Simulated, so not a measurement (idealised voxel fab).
Process module in this document: voxel self aligned contacts
The width of the displayed cross-section, cut, is 220 nm; its cells are square, with a size of 5 nm.
Notation: cross-section as square-cell grid; stated in bands, top first, going down; one or more cell rows per band. For a band, the entry starts with two heights in nm, that of the top and then that of the bottom, and carries on with the band's materials in order from left to right, each alongside its width in nm; the word "edge to edge" beside a single material means it fills the band edge to edge, and "empty" means empty space. Height datum 0, below which the as-received substrate wafer is one material. Lowest band open at the bottom, running downward: "top 0, no bottom". Width "30 to 40": first value at the band's top row of cells, second value at its bottom row, equal change from row to row. "changes: none" means the step left every cell of the cross-section as it was. Enclosed voids (no open way to top), threshold 8 cells or more, entry "Sealed-off cavities", notation width x height at distance, distance from left edge, nm. Read whatever lies past the settings on a step's line as the simulator's own remark about the step. "overlay nm", when on a step's line for a step with a mask, measures how far to the right of its planned place the mask lay; a negative measure means to the left.

These are the steps we planned for the process
1,RECEIVE, material Si
2,OXIDIZE, depth nm 5
3,DIRECTIONAL_DEP, material polySi, thk nm 30
4,DIRECTIONAL_DEP, material SiN, thk nm 25
5,PATTERN, tone cover, mask id GATE, material resist, width nm 30, pitch nm 70, thk nm 15, overlay nm 0
6,DIRECTIONAL_ETCH, etch materials SiN, depth nm 25
7,DIRECTIONAL_ETCH, etch materials polySi, depth nm 30
8,STRIP, etch materials resist
9,CONFORMAL_DEP, material SiN, thk nm 10
10,DIRECTIONAL_ETCH, etch materials SiN, depth nm 10
11,FILL_DEP, material SiO2, thk nm 15
12,CMP, height nm 60
13,PATTERN, tone open, mask id CONTACT, material resist, width nm 50, pitch nm 70, thk nm 15, overlay nm 0
14,DIRECTIONAL_ETCH, etch materials SiO2, depth nm 65
15,STRIP, etch materials resist
16,CONFORMAL_DEP, material TiN, thk nm 5
17,FILL_DEP, material W, thk nm 10
18,CMP, height nm 60
19,CONFORMAL_DEP, material SiN, thk nm 5

The first of two wafers, run as planned

Incoming wafer, cross-sectional view, post step 1
* top 0, no bottom = Si edge to edge
* Sealed-off cavities: none

Upon completion of step 2, the wafer appears in cross-section as shown
* top 0, bottom -5 = SiO2 edge to edge
* No changes below -5.

Upon completion of step 3, the wafer appears in cross-section as shown
* top 30, bottom 0 = polySi edge to edge
* No changes below 0.

Upon completion of step 4, the wafer appears in cross-section as shown
* top 55, bottom 30 = SiN edge to edge
* No changes below 30.

Upon completion of step 5, the wafer appears in cross-section as shown
* top 70, bottom 55 = empty=25 | resist=30 | empty=40 | resist=30 | empty=40 | resist=30 | empty=25
* No changes below 55.

Upon completion of step 6, the wafer appears in cross-section as shown
* top 70, bottom 55 = empty=25 | resist=30 | empty=40 | resist=30 | empty=40 | resist=30 | empty=25
* top 55, bottom 30 = empty=25 | SiN=30 | empty=40 | SiN=30 | empty=40 | SiN=30 | empty=25
* No changes below 30.

Upon completion of step 7, the wafer appears in cross-section as shown
* top 70, bottom 55 = empty=25 | resist=30 | empty=40 | resist=30 | empty=40 | resist=30 | empty=25
* top 55, bottom 30 = empty=25 | SiN=30 | empty=40 | SiN=30 | empty=40 | SiN=30 | empty=25
* top 30, bottom 0 = empty=25 | polySi=30 | empty=40 | polySi=30 | empty=40 | polySi=30 | empty=25
* No changes below 0.

Upon completion of step 8, the wafer appears in cross-section as shown
* top 55, bottom 30 = empty=25 | SiN=30 | empty=40 | SiN=30 | empty=40 | SiN=30 | empty=25
* No changes below 30.

Upon completion of step 9, the wafer appears in cross-section as shown
* top 65, bottom 30 = empty=15 | SiN=50 | empty=20 | SiN=50 | empty=20 | SiN=50 | empty=15
* top 30, bottom 10 = empty=15 | SiN=10 | polySi=30 | SiN=10 | empty=20 | SiN=10 | polySi=30 | SiN=10 | empty=20 | SiN=10 | polySi=30 | SiN=10 | empty=15
* top 10, bottom 0 = SiN=25 | polySi=30 | SiN=40 | polySi=30 | SiN=40 | polySi=30 | SiN=25
* No changes below 0.

Upon completion of step 10, the wafer appears in cross-section as shown
* top 55, bottom 30 = empty=15 | SiN=50 | empty=20 | SiN=50 | empty=20 | SiN=50 | empty=15
* top 30, bottom 0 = empty=15 | SiN=10 | polySi=30 | SiN=10 | empty=20 | SiN=10 | polySi=30 | SiN=10 | empty=20 | SiN=10 | polySi=30 | SiN=10 | empty=15
* No changes below 0.

Upon completion of step 11, the wafer appears in cross-section as shown
* top 70, bottom 55 = SiO2 edge to edge
* top 55, bottom 30 = SiO2=15 | SiN=50 | SiO2=20 | SiN=50 | SiO2=20 | SiN=50 | SiO2=15
* top 30, bottom 0 = SiO2=15 | SiN=10 | polySi=30 | SiN=10 | SiO2=20 | SiN=10 | polySi=30 | SiN=10 | SiO2=20 | SiN=10 | polySi=30 | SiN=10 | SiO2=15
* No changes below 0.

Upon completion of step 12, the wafer appears in cross-section as shown
* top 60, bottom 55 = SiO2 edge to edge
* No changes below 55.

Upon completion of step 13, the wafer appears in cross-section as shown
* top 75, bottom 60 = resist=50 | empty=50 | resist=20 | empty=50 | resist=50
* No changes below 60.

Upon completion of step 14, the wafer appears in cross-section as shown
* top 75, bottom 60 = resist=50 | empty=50 | resist=20 | empty=50 | resist=50
* top 60, bottom 55 = SiO2=50 | empty=50 | SiO2=20 | empty=50 | SiO2=50
* top 55, bottom 30 = SiO2=15 | SiN=50 | empty=20 | SiN=50 | empty=20 | SiN=50 | SiO2=15
* top 30, bottom 0 = SiO2=15 | SiN=10 | polySi=30 | SiN=10 | empty=20 | SiN=10 | polySi=30 | SiN=10 | empty=20 | SiN=10 | polySi=30 | SiN=10 | SiO2=15
* top 0, bottom -5 = SiO2=65 | empty=20 | SiO2=50 | empty=20 | SiO2=65
* No changes below -5.

Upon completion of step 15, the wafer appears in cross-section as shown
* top 60, bottom 55 = SiO2=50 | empty=50 | SiO2=20 | empty=50 | SiO2=50
* No changes below 55.

Upon completion of step 16, the wafer appears in cross-section as shown
* top 65, bottom 60 = TiN=55 | empty=40 | TiN=30 | empty=40 | TiN=55
* top 60, bottom 55 = SiO2=50 | TiN=20 | empty=10 | TiN=20 | SiO2=20 | TiN=20 | empty=10 | TiN=20 | SiO2=50
* top 55, bottom 30 = SiO2=15 | SiN=50 | TiN=5 | empty=10 | TiN=5 | SiN=50 | TiN=5 | empty=10 | TiN=5 | SiN=50 | SiO2=15
* top 30, bottom 0 = SiO2=15 | SiN=10 | polySi=30 | SiN=10 | TiN=5 | empty=10 | TiN=5 | SiN=10 | polySi=30 | SiN=10 | TiN=5 | empty=10 | TiN=5 | SiN=10 | polySi=30 | SiN=10 | SiO2=15
* top 0, bottom -5 = SiO2=65 | TiN=20 | SiO2=50 | TiN=20 | SiO2=65
* No changes below -5.

Upon completion of step 17, the wafer appears in cross-section as shown
* top 75, bottom 65 = W edge to edge
* top 65, bottom 60 = TiN=55 | W=40 | TiN=30 | W=40 | TiN=55
* top 60, bottom 55 = SiO2=50 | TiN=20 | W=10 | TiN=20 | SiO2=20 | TiN=20 | W=10 | TiN=20 | SiO2=50
* top 55, bottom 30 = SiO2=15 | SiN=50 | TiN=5 | W=10 | TiN=5 | SiN=50 | TiN=5 | W=10 | TiN=5 | SiN=50 | SiO2=15
* top 30, bottom 0 = SiO2=15 | SiN=10 | polySi=30 | SiN=10 | TiN=5 | W=10 | TiN=5 | SiN=10 | polySi=30 | SiN=10 | TiN=5 | W=10 | TiN=5 | SiN=10 | polySi=30 | SiN=10 | SiO2=15
* No changes below 0.

Upon completion of step 18, the wafer appears in cross-section as shown
* top 60, bottom 55 = SiO2=50 | TiN=20 | W=10 | TiN=20 | SiO2=20 | TiN=20 | W=10 | TiN=20 | SiO2=50
* No changes below 55.

Upon completion of step 19, the wafer appears in cross-section as shown
* top 65, bottom 60 = SiN edge to edge
* No changes below 60.

Wafer two of two - same starting point, same process plan, one mistake in execution; matches wafer one up to and including step 12

Second wafer shown in cross-section at the time step 13 was slated to end
* top 75, bottom 60 = resist=45 | empty=50 | resist=20 | empty=50 | resist=55
* No changes below 60.

Second wafer shown in cross-section at the time step 14 was slated to end
* top 75, bottom 60 = resist=45 | empty=50 | resist=20 | empty=50 | resist=55
* top 60, bottom 55 = SiO2=45 | empty=50 | SiO2=20 | empty=50 | SiO2=55
* top 55, bottom 30 = SiO2=15 | SiN=50 | empty=20 | SiN=50 | empty=20 | SiN=50 | SiO2=15
* top 30, bottom 0 = SiO2=15 | SiN=10 | polySi=30 | SiN=10 | empty=20 | SiN=10 | polySi=30 | SiN=10 | empty=20 | SiN=10 | polySi=30 | SiN=10 | SiO2=15
* top 0, bottom -5 = SiO2=65 | empty=20 | SiO2=50 | empty=20 | SiO2=65
* No changes below -5.

Second wafer shown in cross-section at the time step 15 was slated to end
* top 60, bottom 55 = SiO2=45 | empty=50 | SiO2=20 | empty=50 | SiO2=55
* No changes below 55.

Second wafer shown in cross-section at the time step 16 was slated to end
* top 65, bottom 60 = TiN=50 | empty=40 | TiN=30 | empty=40 | TiN=60
* top 60, bottom 55 = SiO2=45 | TiN=25 | empty=10 | TiN=15 | SiO2=20 | TiN=25 | empty=10 | TiN=15 | SiO2=55
* top 55, bottom 30 = SiO2=15 | SiN=50 | TiN=5 | empty=10 | TiN=5 | SiN=50 | TiN=5 | empty=10 | TiN=5 | SiN=50 | SiO2=15
* top 30, bottom 0 = SiO2=15 | SiN=10 | polySi=30 | SiN=10 | TiN=5 | empty=10 | TiN=5 | SiN=10 | polySi=30 | SiN=10 | TiN=5 | empty=10 | TiN=5 | SiN=10 | polySi=30 | SiN=10 | SiO2=15
* top 0, bottom -5 = SiO2=65 | TiN=20 | SiO2=50 | TiN=20 | SiO2=65
* No changes below -5.

Second wafer shown in cross-section at the time step 17 was slated to end
* top 75, bottom 65 = W edge to edge
* top 65, bottom 60 = TiN=50 | W=40 | TiN=30 | W=40 | TiN=60
* top 60, bottom 55 = SiO2=45 | TiN=25 | W=10 | TiN=15 | SiO2=20 | TiN=25 | W=10 | TiN=15 | SiO2=55
* top 55, bottom 30 = SiO2=15 | SiN=50 | TiN=5 | W=10 | TiN=5 | SiN=50 | TiN=5 | W=10 | TiN=5 | SiN=50 | SiO2=15
* top 30, bottom 0 = SiO2=15 | SiN=10 | polySi=30 | SiN=10 | TiN=5 | W=10 | TiN=5 | SiN=10 | polySi=30 | SiN=10 | TiN=5 | W=10 | TiN=5 | SiN=10 | polySi=30 | SiN=10 | SiO2=15
* No changes below 0.

Second wafer shown in cross-section at the time step 18 was slated to end
* top 60, bottom 55 = SiO2=45 | TiN=25 | W=10 | TiN=15 | SiO2=20 | TiN=25 | W=10 | TiN=15 | SiO2=55
* No changes below 55.

Second wafer shown in cross-section at the time step 19 was slated to end
* top 65, bottom 60 = SiN edge to edge
* No changes below 60.
Which mistake was made when the wafer was run? planned and actual differ for step 13; actual: PATTERN, tone open, mask id CONTACT, material resist, width nm 50, pitch nm 70, thk nm 15, overlay nm -5
Cell counts per material: same on both final wafers. Positions: different.
